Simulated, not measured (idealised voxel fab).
process module | voxel trench capacitor
cross-section cut | 245 nm wide | cells 5 nm
A cross-section is a grid of square cells, given in bands from the top down. A band is one or more rows of cells.
Each band's line starts with the height of the band's top and of its bottom, in nm. Then come its materials from left to right, each with its width in nm. One material with "throughout" fills the band from edge to edge. "air" is empty space.
Height 0 is the level under which the wafer as received is all one material. The lowest band goes on downwards, as in "0 down".
A width such as "30 to 40" changes by the same amount from each row of cells to the next, from the band's top row to its bottom row.
"no change" after a step means that no cell of the cross-section changed.
closed voids: empty space of 8 cells or more with no open way to the top, each as width x height at its distance from the left edge, in nm
after a step's settings: what the simulator itself notes on the step
overlay nm, on a step with a mask: how far to the right of its planned place the mask lay; to the left if negative
plan
1 op RECEIVE | material Si
2 op CONFORMAL_DEP | material SiN | thk nm 10
3 op MASKED_ETCH | tone open | mask id TRENCH | width nm 20 | pitch nm 40 | etch materials SiN | depth nm 10 | overlay nm -15
4 op MASKED_ETCH | tone open | mask id TRENCH | width nm 20 | pitch nm 40 | etch materials Si | depth nm 30 | overlay nm 0
5 op CONFORMAL_DEP | material SiO2 | thk nm 5
6 op FILL_DEP | material polySi | thk nm 10
7 op CMP | height nm 10
varied across the wafers: overlay nm of step 3. The plan shows the first wafer's value. All wafers start alike
first wafer as received, after step 1
  0 down: Si throughout
  closed voids: none
first wafer at the end, after step 7
  10 to 5: SiN 75 | SiO2 5 | polySi 10 | SiO2 5 | SiN 20 | SiO2 5 | polySi 10 | SiO2 5 | SiN 110
  5 to 0: SiN 75 | SiO2 20 | SiN 20 | SiO2 20 | SiN 110
  0 to -30: Si 90 | SiO2 5 | Si 35 | SiO2 5 | Si 110
  -30 down: Si throughout
  closed voids: none
last wafer at the end
  10 to 5: SiN 105 | SiO2 5 | polySi 10 | SiO2 5 | SiN 20 | SiO2 5 | polySi 10 | SiO2 5 | SiN 80
  5 to 0: SiN 105 | SiO2 20 | SiN 20 | SiO2 20 | SiN 80
  0 to -30: Si 105 | SiO2 5 | Si 35 | SiO2 5 | Si 95
  -30 down: Si throughout
  closed voids: none
each wafer at the end: cells of each material gained (+) or lost (-) since it was received, then its closed voids
overlay nm -15 | -12 Si | +82 SiN | +24 SiO2 | +4 polySi | closed voids: none
overlay nm -10 | -24 Si | +82 SiN | +36 SiO2 | +4 polySi | closed voids: none
overlay nm -5 | -36 Si | +82 SiN | +36 SiO2 | +16 polySi | closed voids: none
overlay nm 0 | -48 Si | +82 SiN | +36 SiO2 | +28 polySi | closed voids: none
overlay nm 5 | -36 Si | +82 SiN | +36 SiO2 | +16 polySi | closed voids: none
overlay nm 10 | -24 Si | +82 SiN | +36 SiO2 | +4 polySi | closed voids: none
overlay nm 15 | -12 Si | +82 SiN | +24 SiO2 | +4 polySi | closed voids: none
